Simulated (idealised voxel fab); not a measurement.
You're looking at the process module voxel transistor to metal.
Pictured: cross-section cut, 215 nm wide, on a grid of 5 nm square cells.
Cross-section layout: square cells on a grid; listed as bands, top to bottom; a band spans one or more cell rows.
This entry defines a band. It first specifies the height of the band's top and the height of its bottom in nm, and then specifies the band's materials from left to right, stating each material with its width in nm. The word "edge to edge" identifies a single material that fills the band from edge to edge, while the word "air" identifies empty space.
Below 0: as-received wafer, all one material; heights counted from there. Lowest band: no bottom, goes on down, written "0 nm and below".
A two-number width, for instance "30 to 40", indicates that the width is equal to the first number in the top row of the band and to the second number in the bottom row, and that it changes by a constant amount per row of cells.
"left unchanged" -> step changed no cross-section cell.
Reported under the label "Entrapped void list" are the empty spaces having no open way to the top and comprising 8 cells or more; the notation for each is width x height at distance, in which the distance is measured from the left edge and all three values are in nm.
Note: text after step settings on the step line = simulator remark on that step.
overlay nm: on a step with a mask, how far right of its planned place the mask lay; negative means left.
SET OUT BELOW ARE THE PLANNED STEPS OF THE PROCESS
step 1: RECEIVE with material Si
step 2: OXIDIZE with depth nm 5
step 3: CONFORMAL_DEP with material SiN, thk nm 10
step 4: DIRECTIONAL_DEP with material aC, thk nm 10
step 5: PATTERN with tone cover, mask id ACTIVE, material resist, width nm 110, thk nm 25, overlay nm 0
step 6: DIRECTIONAL_ETCH with etch materials aC, depth nm 10
step 7: STRIP with etch materials resist
step 8: DIRECTIONAL_ETCH with etch materials SiN, depth nm 10
step 9: DIRECTIONAL_ETCH with etch materials SiO2, depth nm 5
step 10: DIRECTIONAL_ETCH with etch materials Si, depth nm 35
step 11: STRIP with etch materials aC
step 12: OXIDIZE with depth nm 5
step 13: FILL_DEP with material SiO2, thk nm 10
step 14: CMP with height nm 10
step 15: SELECTIVE_ETCH with etch materials SiO2, depth nm 10
step 16: STRIP with etch materials SiN
step 17: SELECTIVE_ETCH with etch materials SiO2, depth nm 5
step 18: OXIDIZE with depth nm 5
step 19: DIRECTIONAL_DEP with material polySi, thk nm 25
step 20: DIRECTIONAL_DEP with material SiCN, thk nm 10
step 21: MASKED_ETCH with tone cover, mask id GATE, width nm 30, etch materials SiCN, depth nm 20, overlay nm 0
step 22: MASKED_ETCH with tone cover, mask id GATE, width nm 30, etch materials polySi, depth nm 35, overlay nm 0
step 23: CONFORMAL_DEP with material SiO2, thk nm 5
step 24: DIRECTIONAL_ETCH with etch materials SiO2, depth nm 5
step 25: CONFORMAL_DEP with material SiN, thk nm 5
step 26: DIRECTIONAL_ETCH with etch materials SiN, depth nm 5
step 27: DIRECTIONAL_ETCH with etch materials SiO2, depth nm 5
step 28: DIRECTIONAL_ETCH with etch materials Si, depth nm 15
step 29: EPI with material SiGe, thk nm 20
step 30: FILL_DEP with material SiO2, thk nm 5
step 31: CMP with height nm 20
step 32: STRIP with etch materials polySi
step 33: SELECTIVE_ETCH with etch materials SiO2, depth nm 5
step 34: CONFORMAL_DEP with material HfO2, thk nm 5
step 35: CONFORMAL_DEP with material TiN, thk nm 5
step 36: FILL_DEP with material W, thk nm 10
step 37: CMP with height nm 15
step 38: DIRECTIONAL_DEP with material SiO2, thk nm 10
step 39: PATTERN with tone open, mask id CONTACT, material resist, width nm 15, pitch nm 75, thk nm 15, overlay nm 0
step 40: DIRECTIONAL_ETCH with etch materials SiO2, depth nm 15
step 41: STRIP with etch materials resist
step 42: CONFORMAL_DEP with material TiN, thk nm 5
step 43: FILL_DEP with material W, thk nm 10
step 44: CMP with height nm 25
step 45: CONFORMAL_DEP with material SiCN, thk nm 5
step 46: DIRECTIONAL_DEP with material lowk, thk nm 25
step 47: MASKED_ETCH with tone open, mask id METAL_1, width nm 15, pitch nm 75, etch materials lowk, depth nm 25, overlay nm 0
step 48: MASKED_ETCH with tone open, mask id METAL_1, width nm 15, pitch nm 75, etch materials SiCN, depth nm 5, overlay nm 0
step 49: CONFORMAL_DEP with material TiN, thk nm 5
step 50: FILL_DEP with material W, thk nm 10
step 51: CMP with height nm 55
step 52: CONFORMAL_DEP with material SiCN, thk nm 5
THIS IS THE CROSS-SECTION OF THE WAFER AS WE RECEIVED IT, I.E. AFTER STEP 1
- 0 nm and below = Si edge to edge
- Entrapped void list: none
FINAL CROSS-SECTION, MODULE RUN WITH ONE MISTAKE (START AND PLAN AS ABOVE)
- 60 nm to 55 nm = SiCN edge to edge
- 55 nm to 30 nm = lowk: 60, TiN: 5, W: 5, TiN: 5, lowk: 60, TiN: 5, W: 5, TiN: 5, lowk: 65
- 30 nm to 25 nm = SiCN: 60, TiN: 15, SiCN: 60, TiN: 15, SiCN: 65
- 25 nm to 15 nm = SiO2: 60, TiN: 5, W: 5, TiN: 5, SiO2: 60, TiN: 5, W: 5, TiN: 5, SiO2: 65
- 15 nm to 10 nm = SiO2: 60, TiN: 15, SiO2: 5, SiN: 5, HfO2: 5, TiN: 5, W: 20, TiN: 5, HfO2: 5, SiN: 5, SiO2: 5, TiN: 15, SiO2: 65
- 10 nm to 0 nm = SiO2: 60, SiGe: 20, SiN: 5, HfO2: 5, TiN: 5, W: 20, TiN: 5, HfO2: 5, SiN: 5, SiGe: 20, SiO2: 65
- 0 nm to -5 nm = SiO2: 60, SiGe: 20, SiN: 5, HfO2: 5, TiN: 30, HfO2: 5, SiN: 5, SiGe: 20, SiO2: 65
- -5 nm to -10 nm = SiO2: 60, SiGe: 20, SiO2: 5, HfO2: 40, SiO2: 5, SiGe: 20, SiO2: 65
- -10 nm to -20 nm = SiO2: 60, SiGe: 20, Si: 50, SiGe: 20, SiO2: 65
- -20 nm to -40 nm = SiO2: 55, SiGe: 25, Si: 50, SiGe: 25, SiO2: 60
- -40 nm to -45 nm = SiO2: 55, Si: 100, SiO2: 60
- -45 nm and below = Si edge to edge
- Entrapped void list: none
It is concluded that the wafer was processed incorrectly with respect to the plan, in that twice over, step 28 of the plan was run
